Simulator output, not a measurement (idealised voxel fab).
You're looking at the process module voxel plated lines.
FYI the section here is cut, 245 nm wide, cells are 5 nm squares.
Cross-sections here: square-cell grids, written as top-down lists of bands, a band being one or more rows of cells. Band: top and bottom heights (nm) first, top before bottom; then materials from left to right, widths in nm. "full width" marks a sole material filling the band edge to edge. "empty" denotes empty space. For the purposes of this specification, 0 denotes the height below which the wafer in its as-received condition is composed wholly of one material, and the lowermost band, lacking a lower limit, extends downward without end, as expressed in "top 0, no bottom". The width entry "30..40" should be interpreted row by row: the top row of cells in the band takes the first number, the bottom row takes the second number, and the change between adjacent rows is uniform throughout. What does "nothing was modified" mean for a step? It means no cell of the cross-section changed in that step. The entry "Catalogued sealed voids" lists the empty spaces that cover at least 8 cells and have no open path to the top. Each is written as width x height at distance, where the distance is measured from the left edge and all three values are in nm. That trailing text on a step's line, after the settings, is the simulator's own remark on the step. A step line may carry the setting "overlay nm", which, for steps involving a mask, states the distance by which the mask lay to the right of its intended position; negative values denote displacement to the left.
-- Planned step list for the process
- 1: RECEIVE,material Si
- 2: CONFORMAL_DEP,material SiN,thk nm 15
- 3: DIRECTIONAL_DEP,material TiN,thk nm 5
- 4: PATTERN,tone open,mask id LINES,material resist,width nm 20,pitch nm 45,thk nm 15,overlay nm 0
- 5: EPI,material Ru,thk nm 10
- 6: STRIP,etch materials resist
- 7: DIRECTIONAL_ETCH,etch materials TiN,depth nm 5
- 8: CONFORMAL_DEP,material SiO2,thk nm 5
-- First of two wafers: run as planned
-- Shown in cross-section is the wafer as received, that is, as it stands after step 1
  top 0, no bottom = Si full width
  Catalogued sealed voids: none
-- Wafer xsec, post step 2
  top 15, bottom 0 = SiN full width
  Under 0: no change, same as before.
-- Wafer xsec, post step 3
  top 20, bottom 15 = TiN full width
  Under 15: no change, same as before.
-- Wafer xsec, post step 4
  top 35, bottom 20 = resist 45 / empty 20 / resist 25 / empty 20 / resist 25 / empty 20 / resist 25 / empty 20 / resist 45
  Under 20: no change, same as before.
-- Wafer xsec, post step 5
  top 35, bottom 30 = resist 45 / empty 20 / resist 25 / empty 20 / resist 25 / empty 20 / resist 25 / empty 20 / resist 45
  top 30, bottom 20 = resist 45 / Ru 20 / resist 25 / Ru 20 / resist 25 / Ru 20 / resist 25 / Ru 20 / resist 45
  Under 20: no change, same as before.
-- Wafer xsec, post step 6
  top 30, bottom 20 = empty 45 / Ru 20 / empty 25 / Ru 20 / empty 25 / Ru 20 / empty 25 / Ru 20 / empty 45
  Under 20: no change, same as before.
-- Wafer xsec, post step 7
  top 30, bottom 20 = empty 45 / Ru 20 / empty 25 / Ru 20 / empty 25 / Ru 20 / empty 25 / Ru 20 / empty 45
  top 20, bottom 15 = empty 45 / TiN 20 / empty 25 / TiN 20 / empty 25 / TiN 20 / empty 25 / TiN 20 / empty 45
  Under 15: no change, same as before.
-- Wafer xsec, post step 8
  top 35, bottom 30 = empty 40 / SiO2 30 / empty 15 / SiO2 30 / empty 15 / SiO2 30 / empty 15 / SiO2 30 / empty 40
  top 30, bottom 20 = empty 40 / SiO2 5 / Ru 20 / SiO2 5 / empty 15 / SiO2 5 / Ru 20 / SiO2 5 / empty 15 / SiO2 5 / Ru 20 / SiO2 5 / empty 15 / SiO2 5 / Ru 20 / SiO2 5 / empty 40
  top 20, bottom 15 = SiO2 45 / TiN 20 / SiO2 25 / TiN 20 / SiO2 25 / TiN 20 / SiO2 25 / TiN 20 / SiO2 45
  Under 15: no change, same as before.
-- Okay, second wafer. Nothing different at the start, nothing different in the plan, just one mistake somewhere in the running. As far as step 6, counting that step, it's the first wafer all over again
-- Cross-section of the second wafer corresponding to the planned conclusion of step 7
  top 25, bottom 20 = empty 45 / Ru 20 / empty 25 / Ru 20 / empty 25 / Ru 20 / empty 25 / Ru 20 / empty 45
  Under 20: no change, same as before.
-- Cross-section of the second wafer corresponding to the planned conclusion of step 8
  top 30, bottom 25 = empty 40 / SiO2 30 / empty 15 / SiO2 30 / empty 15 / SiO2 30 / empty 15 / SiO2 30 / empty 40
  top 25, bottom 20 = SiO2 45 / Ru 20 / SiO2 25 / Ru 20 / SiO2 25 / Ru 20 / SiO2 25 / Ru 20 / SiO2 45
  Under 20: no change, same as before.
Where did the run depart from the plan? step 7: run off-plan, actual operation and settings DIRECTIONAL_ETCH,etch materials Ru,depth nm 5
The final cell counts differ between the wafers, with the second having more or fewer of some materials than the first: Ru -16, SiO2 -16, TiN +33
